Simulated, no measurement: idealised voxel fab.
This section sets out a process module, namely voxel transistor to metal.
cross-section cut | 290 nm wide | cells 5 nm
Cross-sections here: square-cell grids, written as top-down lists of bands, a band being one or more rows of cells.
Per band: top height and bottom height in nm, followed by the left-to-right materials and their widths in nm; "everywhere" marks a single material spanning edge to edge, "blank" marks empty space.
Heights are expressed relative to 0, this being the level below which the as-received wafer comprises one material exclusively. The lowest band is unbounded in the downward direction and is denoted as in "0 down".
Graded width ("30..40"): value in top row of band = first number; value in bottom row = second number; row-to-row change constant.
"same as before" for a step: no cell of the cross-section changed in that step.
Basically, "Closed internal voids" tells you about the enclosed voids: empty spaces with no open way to the top, 8 cells or bigger, each written width x height at distance, where distance is from the left edge, all in nm.
Past the settings on a step's line: simulator remark, on that step.
overlay nm: mask right of planned place by this much (step with mask). Neg. = left.
Pairs from here to the end. Each: cross-section before one process step, cross-section after it, the latter only as far down as the lowest band that changed. Under each: the step between, and its settings. Mind that the pairs may be taken from different runs of this module on the same starting wafer; whether a pair continues from the pair above depends on its entry headed "Before this step", and it does only where that entry says so.

Before this step:
  80 to 55  lowk 35  TiN 5  Cu 5  TiN 5  lowk 115  TiN 5  Cu 5  TiN 5  lowk 110
  55 to 50  SiCN 35  TiN 15  SiCN 115  TiN 15  SiCN 110
  50 to 30  SiO2 35  TiN 5  Cu 5  TiN 5  SiO2 55  TiN 5  Cu 5  TiN 5  SiO2 45  TiN 5  Cu 5  TiN 5  SiO2 55  TiN 5  Cu 5  TiN 5  SiO2 40
  30 to 25  SiN 35  TiN 15  SiN 55  TiN 15  SiN 45  TiN 15  SiN 55  TiN 15  SiN 40
  25 to 15  SiO2 35  TiN 5  Ru 5  TiN 5  SiO2 55  TiN 5  Ru 5  TiN 5  SiO2 45  TiN 5  Ru 5  TiN 5  SiO2 55  TiN 5  Ru 5  TiN 5  SiO2 40
  15 to 5  SiO2 35  TiN 5  Ru 5  TiN 5  SiO2 5  SiN 5  HfO2 5  TiN 5  W 15  TiN 5  HfO2 5  SiN 5  SiO2 5  TiN 5  Ru 5  TiN 5  SiO2 45  TiN 5  Ru 5  TiN 5  SiO2 5  SiN 5  HfO2 5  TiN 5  W 15  TiN 5  HfO2 5  SiN 5  SiO2 5  TiN 5  Ru 5  TiN 5  SiO2 40
  5 to 0  SiO2 35  TiN 15  SiO2 5  SiN 5  HfO2 5  TiN 25  HfO2 5  SiN 5  SiO2 5  TiN 15  SiO2 45  TiN 15  SiO2 5  SiN 5  HfO2 5  TiN 25  HfO2 5  SiN 5  SiO2 5  TiN 15  SiO2 40
  0 to -5  SiO2 20  SiGe 35  SiO2 5  HfO2 35  SiO2 5  SiGe 35  SiO2 15  SiGe 35  SiO2 5  HfO2 35  SiO2 5  SiGe 35  SiO2 25
  -5 to -20  SiO2 25  Si 105  SiO2 25  Si 105  SiO2 30
  -20 down  Si everywhere
  Closed internal voids: none

Section After Processing:
  85 to 80  SiCN everywhere
  Below 80 it's all the same as before, nothing changed down there.
  Closed internal voids: none
Step, pre vs post cross-sections above: CONFORMAL_DEP,material SiCN,thk nm 5

Before this step:
  0 down  Si everywhere
  Closed internal voids: none

Section After Processing:
  10 to 0  SiN everywhere
  Below 0 it's all the same as before, nothing changed down there.
  Closed internal voids: none
Step, pre vs post cross-sections above: CONFORMAL_DEP,material SiN,thk nm 10

Before this step: The pre-step condition corresponds to the post-step cross-section depicted in the pair directly above.

Section After Processing:
  25 to 10  blank 25  resist 105  blank 25  resist 105  blank 30
  Below 10 it's all the same as before, nothing changed down there.
  Closed internal voids: none
Step, pre vs post cross-sections above: PATTERN,tone cover,mask id ACTIVE,material resist,width nm 105,pitch nm 130,thk nm 15,overlay nm 0

Before this step: The pre-step condition corresponds to the post-step cross-section depicted in the pair directly above.

Section After Processing:
  25 to 10  blank 25  resist 105  blank 25  resist 105  blank 30
  10 to 0  blank 25  SiN 105  blank 25  SiN 105  blank 30
  Below 0 it's all the same as before, nothing changed down there.
  Closed internal voids: none
Step, pre vs post cross-sections above: DIRECTIONAL_ETCH,etch materials SiN,depth nm 10

Before this step: The pre-step condition corresponds to the post-step cross-section depicted in the pair directly above.

Section After Processing:
  25 to 10  blank 25  resist 105  blank 25  resist 105  blank 30
  10 to 0  blank 25  SiN 105  blank 25  SiN 105  blank 30
  0 to -20  blank 25  Si 105  blank 25  Si 105  blank 30
  Below -20 it's all the same as before, nothing changed down there.
  Closed internal voids: none
Step, pre vs post cross-sections above: DIRECTIONAL_ETCH,etch materials Si,depth nm 20

Before this step: The pre-step condition corresponds to the post-step cross-section depicted in the pair directly above.

Section After Processing:
  10 to 0  blank 25  SiN 105  blank 25  SiN 105  blank 30
  Below 0 it's all the same as before, nothing changed down there.
  Closed internal voids: none
Step, pre vs post cross-sections above: STRIP,etch materials resist

Before this step: The pre-step condition corresponds to the post-step cross-section depicted in the pair directly above.

Section After Processing:
  20 to 10  SiO2 everywhere
  10 to 0  SiO2 25  SiN 105  SiO2 25  SiN 105  SiO2 30
  0 to -20  SiO2 25  Si 105  SiO2 25  Si 105  SiO2 30
  Below -20 it's all the same as before, nothing changed down there.
  Closed internal voids: none
Step, pre vs post cross-sections above: FILL_DEP,material SiO2,thk nm 10

Before this step: The pre-step condition corresponds to the post-step cross-section depicted in the pair directly above.

Section After Processing:
  15 to 10  SiO2 everywhere
  Below 10 it's all the same as before, nothing changed down there.
  Closed internal voids: none
Step, pre vs post cross-sections above: CMP,height nm 15

Before this step: The pre-step condition corresponds to the post-step cross-section depicted in the pair directly above.

Section After Processing:
  10 to 5  blank 25  SiN 105  blank 25  SiN 105  blank 30
  Below 5 it's all the same as before, nothing changed down there.
  Closed internal voids: none
Step, pre vs post cross-sections above: SELECTIVE_ETCH,etch materials SiO2,depth nm 10

Before this step: The pre-step condition corresponds to the post-step cross-section depicted in the pair directly above.

Section After Processing:
  5 to 0  SiO2 25  blank 105  SiO2 25  blank 105  SiO2 30
  Below 0 it's all the same as before, nothing changed down there.
  Closed internal voids: none
Step, pre vs post cross-sections above: STRIP,etch materials SiN

Before this step: The pre-step condition corresponds to the post-step cross-section depicted in the pair directly above.

Section After Processing:
  0 to -5  SiO2 20  blank 5  Si 105  blank 5  SiO2 15  blank 5  Si 105  blank 5  SiO2 25
  Below -5 it's all the same as before, nothing changed down there.
  Closed internal voids: none
Step, pre vs post cross-sections above: SELECTIVE_ETCH,etch materials SiO2,depth nm 5

Before this step: The pre-step condition corresponds to the post-step cross-section depicted in the pair directly above.

Section After Processing:
  0 to -5  SiO2 20  blank 5  SiO2 105  blank 5  SiO2 15  blank 5  SiO2 105  blank 5  SiO2 25
  -5 to -10  SiO2 30  Si 95  SiO2 35  Si 95  SiO2 35
  Below -10 it's all the same as before, nothing changed down there.
  Closed internal voids: none
Step, pre vs post cross-sections above: OXIDIZE,depth nm 5

Before this step: The pre-step condition corresponds to the post-step cross-section depicted in the pair directly above.

Section After Processing:
  20 to 15  polySi 20  blank 5  polySi 105  blank 5  polySi 15  blank 5  polySi 105  blank 5  polySi 25
  15 to 0  polySi everywhere
  0 to -5  SiO2 20  polySi 5  SiO2 105  polySi 5  SiO2 15  polySi 5  SiO2 105  polySi 5  SiO2 25
  Below -5 it's all the same as before, nothing changed down there.
  Closed internal voids: none
Step, pre vs post cross-sections above: DIRECTIONAL_DEP,material polySi,thk nm 20

Before this step: The pre-step condition corresponds to the post-step cross-section depicted in the pair directly above.

Section After Processing:
  35 to 30  SiCN 20  blank 5  SiCN 105  blank 5  SiCN 15  blank 5  SiCN 105  blank 5  SiCN 25
  30 to 20  SiCN everywhere
  20 to 15  polySi 20  SiCN 5  polySi 105  SiCN 5  polySi 15  SiCN 5  polySi 105  SiCN 5  polySi 25
  Below 15 it's all the same as before, nothing changed down there.
  Closed internal voids: none
Step, pre vs post cross-sections above: DIRECTIONAL_DEP,material SiCN,thk nm 15

Before this step: The pre-step condition corresponds to the post-step cross-section depicted in the pair directly above.

Section After Processing:
  45 to 40  aC 20  blank 5  aC 105  blank 5  aC 15  blank 5  aC 105  blank 5  aC 25
  40 to 35  aC everywhere
  35 to 30  SiCN 20  aC 5  SiCN 105  aC 5  SiCN 15  aC 5  SiCN 105  aC 5  SiCN 25
  Below 30 it's all the same as before, nothing changed down there.
  Closed internal voids: none
Step, pre vs post cross-sections above: DIRECTIONAL_DEP,material aC,thk nm 10

Before this step: The pre-step condition corresponds to the post-step cross-section depicted in the pair directly above.

Section After Processing:
  75 to 45  blank 65  resist 25  blank 105  resist 25  blank 70
  Below 45 it's all the same as before, nothing changed down there.
  Closed internal voids: none
Step, pre vs post cross-sections above: PATTERN,tone cover,mask id GATE,material resist,width nm 25,pitch nm 130,thk nm 30,overlay nm 0

Before this step: The pre-step condition corresponds to the post-step cross-section depicted in the pair directly above.

Section After Processing:
  65 to 45  blank 65  resist 25  blank 105  resist 25  blank 70
  45 to 35  blank 65  aC 25  blank 105  aC 25  blank 70
  35 to 30  SiCN 20  blank 5  SiCN 105  blank 5  SiCN 15  blank 5  SiCN 105  blank 5  SiCN 25
  Below 30 it's all the same as before, nothing changed down there.
  Closed internal voids: none
Step, pre vs post cross-sections above: DIRECTIONAL_ETCH,etch materials aC,depth nm 10

Before this step: The pre-step condition corresponds to the post-step cross-section depicted in the pair directly above.

Section After Processing:
  45 to 35  blank 65  aC 25  blank 105  aC 25  blank 70
  Below 35 it's all the same as before, nothing changed down there.
  Closed internal voids: none
Step, pre vs post cross-sections above: STRIP,etch materials resist

Before this step: The pre-step condition corresponds to the post-step cross-section depicted in the pair directly above.

Section After Processing:
  45 to 35  blank 65  aC 25  blank 105  aC 25  blank 70
  35 to 20  blank 65  SiCN 25  blank 105  SiCN 25  blank 70
  20 to 15  polySi 20  blank 5  polySi 105  blank 5  polySi 15  blank 5  polySi 105  blank 5  polySi 25
  Below 15 it's all the same as before, nothing changed down there.
  Closed internal voids: none
Step, pre vs post cross-sections above: DIRECTIONAL_ETCH,etch materials SiCN,depth nm 25

Before this step: The pre-step condition corresponds to the post-step cross-section depicted in the pair directly above.

Section After Processing:
  45 to 35  blank 65  aC 25  blank 105  aC 25  blank 70
  35 to 20  blank 65  SiCN 25  blank 105  SiCN 25  blank 70
  20 to 0  blank 65  polySi 25  blank 105  polySi 25  blank 70
  0 to -5  SiO2 20  blank 5  SiO2 105  blank 5  SiO2 15  blank 5  SiO2 105  blank 5  SiO2 25
  Below -5 it's all the same as before, nothing changed down there.
  Closed internal voids: none
Step, pre vs post cross-sections above: DIRECTIONAL_ETCH,etch materials polySi,depth nm 30

Before this step: The pre-step condition corresponds to the post-step cross-section depicted in the pair directly above.

Section After Processing:
  35 to 20  blank 65  SiCN 25  blank 105  SiCN 25  blank 70
  Below 20 it's all the same as before, nothing changed down there.
  Closed internal voids: none
Step, pre vs post cross-sections above: STRIP,etch materials aC

Before this step: The pre-step condition corresponds to the post-step cross-section depicted in the pair directly above.

Section After Processing:
  40 to 35  blank 60  SiO2 35  blank 95  SiO2 35  blank 65
  35 to 20  blank 60  SiO2 5  SiCN 25  SiO2 5  blank 95  SiO2 5  SiCN 25  SiO2 5  blank 65
  20 to 5  blank 60  SiO2 5  polySi 25  SiO2 5  blank 95  SiO2 5  polySi 25  SiO2 5  blank 65
  5 to 0  SiO2 65  polySi 25  SiO2 105  polySi 25  SiO2 70
  0 to -5  SiO2 everywhere
  Below -5 it's all the same as before, nothing changed down there.
  Closed internal voids: none
Step, pre vs post cross-sections above: CONFORMAL_DEP,material SiO2,thk nm 5

Before this step: The pre-step condition corresponds to the post-step cross-section depicted in the pair directly above.

Section After Processing:
  35 to 20  blank 60  SiO2 5  SiCN 25  SiO2 5  blank 95  SiO2 5  SiCN 25  SiO2 5  blank 65
  20 to 0  blank 60  SiO2 5  polySi 25  SiO2 5  blank 95  SiO2 5  polySi 25  SiO2 5  blank 65
  Below 0 it's all the same as before, nothing changed down there.
  Closed internal voids: none
Step, pre vs post cross-sections above: DIRECTIONAL_ETCH,etch materials SiO2,depth nm 5

Before this step: The pre-step condition corresponds to the post-step cross-section depicted in the pair directly above.

Section After Processing:
  40 to 35  blank 55  SiN 45  blank 85  SiN 45  blank 60
  35 to 20  blank 55  SiN 5  SiO2 5  SiCN 25  SiO2 5  SiN 5  blank 85  SiN 5  SiO2 5  SiCN 25  SiO2 5  SiN 5  blank 60
  20 to 5  blank 55  SiN 5  SiO2 5  polySi 25  SiO2 5  SiN 5  blank 85  SiN 5  SiO2 5  polySi 25  SiO2 5  SiN 5  blank 60
  5 to 0  SiN 60  SiO2 5  polySi 25  SiO2 5  SiN 95  SiO2 5  polySi 25  SiO2 5  SiN 65
  Below 0 it's all the same as before, nothing changed down there.
  Closed internal voids: none
Step, pre vs post cross-sections above: CONFORMAL_DEP,material SiN,thk nm 5

Before this step: The pre-step condition corresponds to the post-step cross-section depicted in the pair directly above.

Section After Processing:
  35 to 20  blank 55  SiN 5  SiO2 5  SiCN 25  SiO2 5  SiN 5  blank 85  SiN 5  SiO2 5  SiCN 25  SiO2 5  SiN 5  blank 60
  20 to 0  blank 55  SiN 5  SiO2 5  polySi 25  SiO2 5  SiN 5  blank 85  SiN 5  SiO2 5  polySi 25  SiO2 5  SiN 5  blank 60
  Below 0 it's all the same as before, nothing changed down there.
  Closed internal voids: none
Step, pre vs post cross-sections above: DIRECTIONAL_ETCH,etch materials SiN,depth nm 5

Before this step: The pre-step condition corresponds to the post-step cross-section depicted in the pair directly above.

Section After Processing:
  35 to 30  blank 55  SiN 5  blank 5  SiCN 25  blank 5  SiN 5  blank 85  SiN 5  blank 5  SiCN 25  blank 5  SiN 5  blank 60
  30 to 20  blank 55  SiN 5  SiO2 5  SiCN 25  SiO2 5  SiN 5  blank 85  SiN 5  SiO2 5  SiCN 25  SiO2 5  SiN 5  blank 60
  20 to 0  blank 55  SiN 5  SiO2 5  polySi 25  SiO2 5  SiN 5  blank 85  SiN 5  SiO2 5  polySi 25  SiO2 5  SiN 5  blank 60
  0 to -5  blank 55  SiO2 45  blank 85  SiO2 45  blank 60
  Below -5 it's all the same as before, nothing changed down there.
  Closed internal voids: none
Step, pre vs post cross-sections above: DIRECTIONAL_ETCH,etch materials SiO2,depth nm 5

Before this step: The pre-step condition corresponds to the post-step cross-section depicted in the pair directly above.

Section After Processing:
  35 to 30  blank 55  SiN 5  blank 5  SiCN 25  blank 5  SiN 5  blank 85  SiN 5  blank 5  SiCN 25  blank 5  SiN 5  blank 60
  30 to 20  blank 55  SiN 5  SiO2 5  SiCN 25  SiO2 5  SiN 5  blank 85  SiN 5  SiO2 5  SiCN 25  SiO2 5  SiN 5  blank 60
  20 to 0  blank 55  SiN 5  SiO2 5  polySi 25  SiO2 5  SiN 5  blank 85  SiN 5  SiO2 5  polySi 25  SiO2 5  SiN 5  blank 60
  0 to -5  blank 25  SiGe 30  SiO2 45  SiGe 30  blank 25  SiGe 30  SiO2 45  SiGe 30  blank 30
  Below -5 it's all the same as before, nothing changed down there.
  Closed internal voids: none
Step, pre vs post cross-sections above: EPI,material SiGe,thk nm 5

Before this step: The pre-step condition corresponds to the post-step cross-section depicted in the pair directly above.

Section After Processing:
  45 to 35  SiO2 everywhere
  35 to 20  SiO2 55  SiN 5  SiO2 5  SiCN 25  SiO2 5  SiN 5  SiO2 85  SiN 5  SiO2 5  SiCN 25  SiO2 5  SiN 5  SiO2 60
  20 to 0  SiO2 55  SiN 5  SiO2 5  polySi 25  SiO2 5  SiN 5  SiO2 85  SiN 5  SiO2 5  polySi 25  SiO2 5  SiN 5  SiO2 60
  0 to -5  SiO2 25  SiGe 30  SiO2 45  SiGe 30  SiO2 25  SiGe 30  SiO2 45  SiGe 30  SiO2 30
  Below -5 it's all the same as before, nothing changed down there.
  Closed internal voids: none
Step, pre vs post cross-sections above: FILL_DEP,material SiO2,thk nm 10

Before this step: The pre-step condition corresponds to the post-step cross-section depicted in the pair directly above.

Section After Processing:
  20 to 0  SiO2 55  SiN 5  SiO2 5  polySi 25  SiO2 5  SiN 5  SiO2 85  SiN 5  SiO2 5  polySi 25  SiO2 5  SiN 5  SiO2 60
  Below 0 it's all the same as before, nothing changed down there.
  Closed internal voids: none
Step, pre vs post cross-sections above: CMP,height nm 20

Before this step: The pre-step condition corresponds to the post-step cross-section depicted in the pair directly above.

Section After Processing:
  20 to 0  SiO2 55  SiN 5  SiO2 5  blank 25  SiO2 5  SiN 5  SiO2 85  SiN 5  SiO2 5  blank 25  SiO2 5  SiN 5  SiO2 60
  Below 0 it's all the same as before, nothing changed down there.
  Closed internal voids: none
Step, pre vs post cross-sections above: STRIP,etch materials polySi

Before this step: The pre-step condition corresponds to the post-step cross-section depicted in the pair directly above.

Section After Processing:
  20 to 15  blank 55  SiN 5  blank 35  SiN 5  blank 85  SiN 5  blank 35  SiN 5  blank 60
  15 to 0  SiO2 55  SiN 5  blank 35  SiN 5  SiO2 85  SiN 5  blank 35  SiN 5  SiO2 60
  0 to -5  SiO2 25  SiGe 30  SiO2 5  blank 35  SiO2 5  SiGe 30  SiO2 25  SiGe 30  SiO2 5  blank 35  SiO2 5  SiGe 30  SiO2 30
  Below -5 it's all the same as before, nothing changed down there.
  Closed internal voids: none
Step, pre vs post cross-sections above: SELECTIVE_ETCH,etch materials SiO2,depth nm 5

Before this step: The pre-step condition corresponds to the post-step cross-section depicted in the pair directly above.

Section After Processing:
  25 to 20  blank 50  HfO2 15  blank 25  HfO2 15  blank 75  HfO2 15  blank 25  HfO2 15  blank 55
  20 to 15  HfO2 55  SiN 5  HfO2 5  blank 25  HfO2 5  SiN 5  HfO2 85  SiN 5  HfO2 5  blank 25  HfO2 5  SiN 5  HfO2 60
  15 to 0  SiO2 55  SiN 5  HfO2 5  blank 25  HfO2 5  SiN 5  SiO2 85  SiN 5  HfO2 5  blank 25  HfO2 5  SiN 5  SiO2 60
  0 to -5  SiO2 25  SiGe 30  SiO2 5  HfO2 35  SiO2 5  SiGe 30  SiO2 25  SiGe 30  SiO2 5  HfO2 35  SiO2 5  SiGe 30  SiO2 30
  Below -5 it's all the same as before, nothing changed down there.
  Closed internal voids: none
Step, pre vs post cross-sections above: CONFORMAL_DEP,material HfO2,thk nm 5

Before this step: The pre-step condition corresponds to the post-step cross-section depicted in the pair directly above.

Section After Processing:
  30 to 25  blank 45  TiN 25  blank 15  TiN 25  blank 65  TiN 25  blank 15  TiN 25  blank 50
  25 to 20  TiN 50  HfO2 15  TiN 5  blank 15  TiN 5  HfO2 15  TiN 75  HfO2 15  TiN 5  blank 15  TiN 5  HfO2 15  TiN 55
  20 to 15  HfO2 55  SiN 5  HfO2 5  TiN 5  blank 15  TiN 5  HfO2 5  SiN 5  HfO2 85  SiN 5  HfO2 5  TiN 5  blank 15  TiN 5  HfO2 5  SiN 5  HfO2 60
  15 to 5  SiO2 55  SiN 5  HfO2 5  TiN 5  blank 15  TiN 5  HfO2 5  SiN 5  SiO2 85  SiN 5  HfO2 5  TiN 5  blank 15  TiN 5  HfO2 5  SiN 5  SiO2 60
  5 to 0  SiO2 55  SiN 5  HfO2 5  TiN 25  HfO2 5  SiN 5  SiO2 85  SiN 5  HfO2 5  TiN 25  HfO2 5  SiN 5  SiO2 60
  Below 0 it's all the same as before, nothing changed down there.
  Closed internal voids: none
Step, pre vs post cross-sections above: CONFORMAL_DEP,material TiN,thk nm 5

Before this step: The pre-step condition corresponds to the post-step cross-section depicted in the pair directly above.

Section After Processing:
  40 to 30  W everywhere
  30 to 25  W 45  TiN 25  W 15  TiN 25  W 65  TiN 25  W 15  TiN 25  W 50
  25 to 20  TiN 50  HfO2 15  TiN 5  W 15  TiN 5  HfO2 15  TiN 75  HfO2 15  TiN 5  W 15  TiN 5  HfO2 15  TiN 55
  20 to 15  HfO2 55  SiN 5  HfO2 5  TiN 5  W 15  TiN 5  HfO2 5  SiN 5  HfO2 85  SiN 5  HfO2 5  TiN 5  W 15  TiN 5  HfO2 5  SiN 5  HfO2 60
  15 to 5  SiO2 55  SiN 5  HfO2 5  TiN 5  W 15  TiN 5  HfO2 5  SiN 5  SiO2 85  SiN 5  HfO2 5  TiN 5  W 15  TiN 5  HfO2 5  SiN 5  SiO2 60
  Below 5 it's all the same as before, nothing changed down there.
  Closed internal voids: none
Step, pre vs post cross-sections above: FILL_DEP,material W,thk nm 10

Before this step: The pre-step condition corresponds to the post-step cross-section depicted in the pair directly above.

Section After Processing:
  15 to 5  SiO2 55  SiN 5  HfO2 5  TiN 5  W 15  TiN 5  HfO2 5  SiN 5  SiO2 85  SiN 5  HfO2 5  TiN 5  W 15  TiN 5  HfO2 5  SiN 5  SiO2 60
  Below 5 it's all the same as before, nothing changed down there.
  Closed internal voids: none
Step, pre vs post cross-sections above: CMP,height nm 15

Before this step: The pre-step condition corresponds to the post-step cross-section depicted in the pair directly above.

Section After Processing:
  25 to 15  SiO2 everywhere
  Below 15 it's all the same as before, nothing changed down there.
  Closed internal voids: none
Step, pre vs post cross-sections above: DIRECTIONAL_DEP,material SiO2,thk nm 10

Before this step: The pre-step condition corresponds to the post-step cross-section depicted in the pair directly above.

Section After Processing:
  40 to 25  aC everywhere
  Below 25 it's all the same as before, nothing changed down there.
  Closed internal voids: none
Step, pre vs post cross-sections above: DIRECTIONAL_DEP,material aC,thk nm 15

Before this step: The pre-step condition corresponds to the post-step cross-section depicted in the pair directly above.

Section After Processing:
  70 to 40  resist 35  blank 15  resist 55  blank 15  resist 45  blank 15  resist 55  blank 15  resist 40
  Below 40 it's all the same as before, nothing changed down there.
  Closed internal voids: none
Step, pre vs post cross-sections above: PATTERN,tone open,mask id CONTACT,material resist,width nm 15,thk nm 30,overlay nm 0

Before this step: The pre-step condition corresponds to the post-step cross-section depicted in the pair directly above.

Section After Processing:
  55 to 40  resist 35  blank 15  resist 55  blank 15  resist 45  blank 15  resist 55  blank 15  resist 40
  40 to 25  aC 35  blank 15  aC 55  blank 15  aC 45  blank 15  aC 55  blank 15  aC 40
  Below 25 it's all the same as before, nothing changed down there.
  Closed internal voids: none
Step, pre vs post cross-sections above: DIRECTIONAL_ETCH,etch materials aC,depth nm 15

Before this step: The pre-step condition corresponds to the post-step cross-section depicted in the pair directly above.

Section After Processing:
  40 to 25  aC 35  blank 15  aC 55  blank 15  aC 45  blank 15  aC 55  blank 15  aC 40
  Below 25 it's all the same as before, nothing changed down there.
  Closed internal voids: none
Step, pre vs post cross-sections above: STRIP,etch materials resist

Before this step: The pre-step condition corresponds to the post-step cross-section depicted in the pair directly above.

Section After Processing:
  40 to 25  aC 35  blank 15  aC 55  blank 15  aC 45  blank 15  aC 55  blank 15  aC 40
  25 to 15  SiO2 35  blank 15  SiO2 55  blank 15  SiO2 45  blank 15  SiO2 55  blank 15  SiO2 40
  15 to 5  SiO2 35  blank 15  SiO2 5  SiN 5  HfO2 5  TiN 5  W 15  TiN 5  HfO2 5  SiN 5  SiO2 5  blank 15  SiO2 45  blank 15  SiO2 5  SiN 5  HfO2 5  TiN 5  W 15  TiN 5  HfO2 5  SiN 5  SiO2 5  blank 15  SiO2 40
  5 to 0  SiO2 35  blank 15  SiO2 5  SiN 5  HfO2 5  TiN 25  HfO2 5  SiN 5  SiO2 5  blank 15  SiO2 45  blank 15  SiO2 5  SiN 5  HfO2 5  TiN 25  HfO2 5  SiN 5  SiO2 5  blank 15  SiO2 40
  Below 0 it's all the same as before, nothing changed down there.
  Closed internal voids: none
Step, pre vs post cross-sections above: DIRECTIONAL_ETCH,etch materials SiO2,depth nm 25

Before this step: The pre-step condition corresponds to the post-step cross-section depicted in the pair directly above.

Section After Processing:
  25 to 15  SiO2 35  blank 15  SiO2 55  blank 15  SiO2 45  blank 15  SiO2 55  blank 15  SiO2 40
  Below 15 it's all the same as before, nothing changed down there.
  Closed internal voids: none
Step, pre vs post cross-sections above: STRIP,etch materials aC

Before this step: The pre-step condition corresponds to the post-step cross-section depicted in the pair directly above.

Section After Processing:
  30 to 25  TiN 40  blank 5  TiN 65  blank 5  TiN 55  blank 5  TiN 65  blank 5  TiN 45
  25 to 15  SiO2 35  TiN 5  blank 5  TiN 5  SiO2 55  TiN 5  blank 5  TiN 5  SiO2 45  TiN 5  blank 5  TiN 5  SiO2 55  TiN 5  blank 5  TiN 5  SiO2 40
  15 to 5  SiO2 35  TiN 5  blank 5  TiN 5  SiO2 5  SiN 5  HfO2 5  TiN 5  W 15  TiN 5  HfO2 5  SiN 5  SiO2 5  TiN 5  blank 5  TiN 5  SiO2 45  TiN 5  blank 5  TiN 5  SiO2 5  SiN 5  HfO2 5  TiN 5  W 15  TiN 5  HfO2 5  SiN 5  SiO2 5  TiN 5  blank 5  TiN 5  SiO2 40
  5 to 0  SiO2 35  TiN 15  SiO2 5  SiN 5  HfO2 5  TiN 25  HfO2 5  SiN 5  SiO2 5  TiN 15  SiO2 45  TiN 15  SiO2 5  SiN 5  HfO2 5  TiN 25  HfO2 5  SiN 5  SiO2 5  TiN 15  SiO2 40
  Below 0 it's all the same as before, nothing changed down there.
  Closed internal voids: none
Step, pre vs post cross-sections above: CONFORMAL_DEP,material TiN,thk nm 5

Before this step: The pre-step condition corresponds to the post-step cross-section depicted in the pair directly above.

Section After Processing:
  40 to 30  Ru everywhere
  30 to 25  TiN 40  Ru 5  TiN 65  Ru 5  TiN 55  Ru 5  TiN 65  Ru 5  TiN 45
  25 to 15  SiO2 35  TiN 5  Ru 5  TiN 5  SiO2 55  TiN 5  Ru 5  TiN 5  SiO2 45  TiN 5  Ru 5  TiN 5  SiO2 55  TiN 5  Ru 5  TiN 5  SiO2 40
  15 to 5  SiO2 35  TiN 5  Ru 5  TiN 5  SiO2 5  SiN 5  HfO2 5  TiN 5  W 15  TiN 5  HfO2 5  SiN 5  SiO2 5  TiN 5  Ru 5  TiN 5  SiO2 45  TiN 5  Ru 5  TiN 5  SiO2 5  SiN 5  HfO2 5  TiN 5  W 15  TiN 5  HfO2 5  SiN 5  SiO2 5  TiN 5  Ru 5  TiN 5  SiO2 40
  Below 5 it's all the same as before, nothing changed down there.
  Closed internal voids: none
Step, pre vs post cross-sections above: FILL_DEP,material Ru,thk nm 10

Before this step: The pre-step condition corresponds to the post-step cross-section depicted in the pair directly above.

Section After Processing:
  25 to 15  SiO2 35  TiN 5  Ru 5  TiN 5  SiO2 55  TiN 5  Ru 5  TiN 5  SiO2 45  TiN 5  Ru 5  TiN 5  SiO2 55  TiN 5  Ru 5  TiN 5  SiO2 40
  Below 15 it's all the same as before, nothing changed down there.
  Closed internal voids: none
Step, pre vs post cross-sections above: CMP,height nm 25

Before this step: The pre-step condition corresponds to the post-step cross-section depicted in the pair directly above.

Section After Processing:
  30 to 25  SiN everywhere
  Below 25 it's all the same as before, nothing changed down there.
  Closed internal voids: none
Step, pre vs post cross-sections above: CONFORMAL_DEP,material SiN,thk nm 5

Before this step: The pre-step condition corresponds to the post-step cross-section depicted in the pair directly above.

Section After Processing:
  50 to 30  SiO2 everywhere
  Below 30 it's all the same as before, nothing changed down there.
  Closed internal voids: none
Step, pre vs post cross-sections above: DIRECTIONAL_DEP,material SiO2,thk nm 20

Before this step: The pre-step condition corresponds to the post-step cross-section depicted in the pair directly above.

Section After Processing:
  50 to 30  SiO2 35  blank 15  SiO2 55  blank 15  SiO2 45  blank 15  SiO2 55  blank 15  SiO2 40
  Below 30 it's all the same as before, nothing changed down there.
  Closed internal voids: none
Step, pre vs post cross-sections above: MASKED_ETCH,tone open,mask id METAL_1,width nm 15,etch materials SiO2,depth nm 20,overlay nm 0

Before this step: The pre-step condition corresponds to the post-step cross-section depicted in the pair directly above.

Section After Processing:
  50 to 30  SiO2 35  blank 15  SiO2 55  blank 15  SiO2 45  blank 15  SiO2 55  blank 15  SiO2 40
  30 to 25  SiN 35  blank 15  SiN 55  blank 15  SiN 45  blank 15  SiN 55  blank 15  SiN 40
  Below 25 it's all the same as before, nothing changed down there.
  Closed internal voids: none
Step, pre vs post cross-sections above: MASKED_ETCH,tone open,mask id METAL_1,width nm 15,etch materials SiN,depth nm 5,overlay nm 0

Before this step: The pre-step condition corresponds to the post-step cross-section depicted in the pair directly above.

Section After Processing:
  55 to 50  TiN 40  blank 5  TiN 65  blank 5  TiN 55  blank 5  TiN 65  blank 5  TiN 45
  50 to 30  SiO2 35  TiN 5  blank 5  TiN 5  SiO2 55  TiN 5  blank 5  TiN 5  SiO2 45  TiN 5  blank 5  TiN 5  SiO2 55  TiN 5  blank 5  TiN 5  SiO2 40
  30 to 25  SiN 35  TiN 15  SiN 55  TiN 15  SiN 45  TiN 15  SiN 55  TiN 15  SiN 40
  Below 25 it's all the same as before, nothing changed down there.
  Closed internal voids: none
Step, pre vs post cross-sections above: CONFORMAL_DEP,material TiN,thk nm 5

Before this step: The pre-step condition corresponds to the post-step cross-section depicted in the pair directly above.

Section After Processing:
  65 to 55  Cu everywhere
  55 to 50  TiN 40  Cu 5  TiN 65  Cu 5  TiN 55  Cu 5  TiN 65  Cu 5  TiN 45
  50 to 30  SiO2 35  TiN 5  Cu 5  TiN 5  SiO2 55  TiN 5  Cu 5  TiN 5  SiO2 45  TiN 5  Cu 5  TiN 5  SiO2 55  TiN 5  Cu 5  TiN 5  SiO2 40
  Below 30 it's all the same as before, nothing changed down there.
  Closed internal voids: none
Step, pre vs post cross-sections above: FILL_DEP,material Cu,thk nm 10

Before this step: The pre-step condition corresponds to the post-step cross-section depicted in the pair directly above.

Section After Processing:
  50 to 30  SiO2 35  TiN 5  Cu 5  TiN 5  SiO2 55  TiN 5  Cu 5  TiN 5  SiO2 45  TiN 5  Cu 5  TiN 5  SiO2 55  TiN 5  Cu 5  TiN 5  SiO2 40
  Below 30 it's all the same as before, nothing changed down there.
  Closed internal voids: none
Step, pre vs post cross-sections above: CMP,height nm 50

Before this step: The pre-step condition corresponds to the post-step cross-section depicted in the pair directly above.

Section After Processing:
  55 to 50  SiCN everywhere
  Below 50 it's all the same as before, nothing changed down there.
  Closed internal voids: none
Step, pre vs post cross-sections above: CONFORMAL_DEP,material SiCN,thk nm 5
